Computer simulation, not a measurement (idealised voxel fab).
process module | voxel released beams
cross-section cut | 250 nm wide | cells 5 nm
A cross-section is a grid of square cells, given in bands from the top down. A band is one or more rows of cells.
Each band's line starts with the height of the band's top and of its bottom, in nm. Then come its materials from left to right, each with its width in nm. One material with "throughout" fills the band from edge to edge. "air" is empty space.
Height 0 is the level under which the wafer as received is all one material. The lowest band goes on downwards, as in "0 down".
A width such as "30 to 40" changes by the same amount from each row of cells to the next, from the band's top row to its bottom row.
"no change" after a step means that no cell of the cross-section changed.
closed voids: empty space of 8 cells or more with no open way to the top, each as width x height at its distance from the left edge, in nm
after a step's settings: what the simulator itself notes on the step
overlay nm, on a step with a mask: how far to the right of its planned place the mask lay; to the left if negative
plan
1 op RECEIVE | material Si
2 op CONFORMAL_DEP | material SiN | thk nm 10
3 op DIRECTIONAL_DEP | material SiO2 | thk nm 15
4 op MASKED_ETCH | tone open | mask id ANCHOR | width nm 35 | etch materials SiO2 | depth nm 15 | overlay nm 0
5 op CONFORMAL_DEP | material W | thk nm 15
6 op PATTERN | tone cover | mask id BEAM | material resist | width nm 110 | thk nm 15 | overlay nm 0
7 op DIRECTIONAL_ETCH | etch materials W | depth nm 15
8 op STRIP | etch materials resist
9 op STRIP | etch materials SiO2
first wafer, as planned
as received, after step 1
  0 down: Si throughout
  closed voids: none
after step 2
  10 to 0: SiN throughout
  below 0: unchanged
after step 3
  25 to 10: SiO2 throughout
  below 10: unchanged
after step 4
  25 to 10: SiO2 70 | air 35 | SiO2 145
  below 10: unchanged
after step 5
  40 to 25: W 85 | air 5 | W 160
  25 to 10: SiO2 70 | W 35 | SiO2 145
  below 10: unchanged
after step 6
  55 to 40: air 65 | resist 110 | air 75
  40 to 25: W 85 | resist 5 | W 160
  below 25: unchanged
after step 7
  55 to 40: air 65 | resist 110 | air 75
  40 to 25: air 65 | W 20 | resist 5 | W 85 | air 75
  below 25: unchanged
after step 8
  40 to 25: air 65 | W 20 | air 5 | W 85 | air 75
  below 25: unchanged
after step 9
  40 to 25: air 65 | W 20 | air 5 | W 85 | air 75
  25 to 10: air 70 | W 35 | air 145
  below 10: unchanged
second wafer: like start, like plan, one mistake. Through step 3 it matches the first wafer
when step 4 should have ended
  25 to 10: SiO2 65 | air 45 | SiO2 140
  below 10: unchanged
when step 5 should have ended
  40 to 25: W 80 | air 15 | W 155
  25 to 10: SiO2 65 | W 45 | SiO2 140
  below 10: unchanged
when step 6 should have ended
  55 to 40: air 65 | resist 110 | air 75
  40 to 25: W 80 | resist 15 | W 155
  below 25: unchanged
when step 7 should have ended
  55 to 40: air 65 | resist 110 | air 75
  40 to 25: air 65 | W 15 | resist 15 | W 80 | air 75
  below 25: unchanged
when step 8 should have ended
  40 to 25: air 65 | W 15 | air 15 | W 80 | air 75
  below 25: unchanged
when step 9 should have ended
  40 to 25: air 65 | W 15 | air 15 | W 80 | air 75
  25 to 10: air 65 | W 45 | air 140
  below 10: unchanged
what went wrong: step 4 ran as: op MASKED_ETCH | tone open | mask id ANCHOR | width nm 45 | etch materials SiO2 | depth nm 15 | overlay nm 0
at the end the second wafer has, in cells: as many of each material as the first, in other places
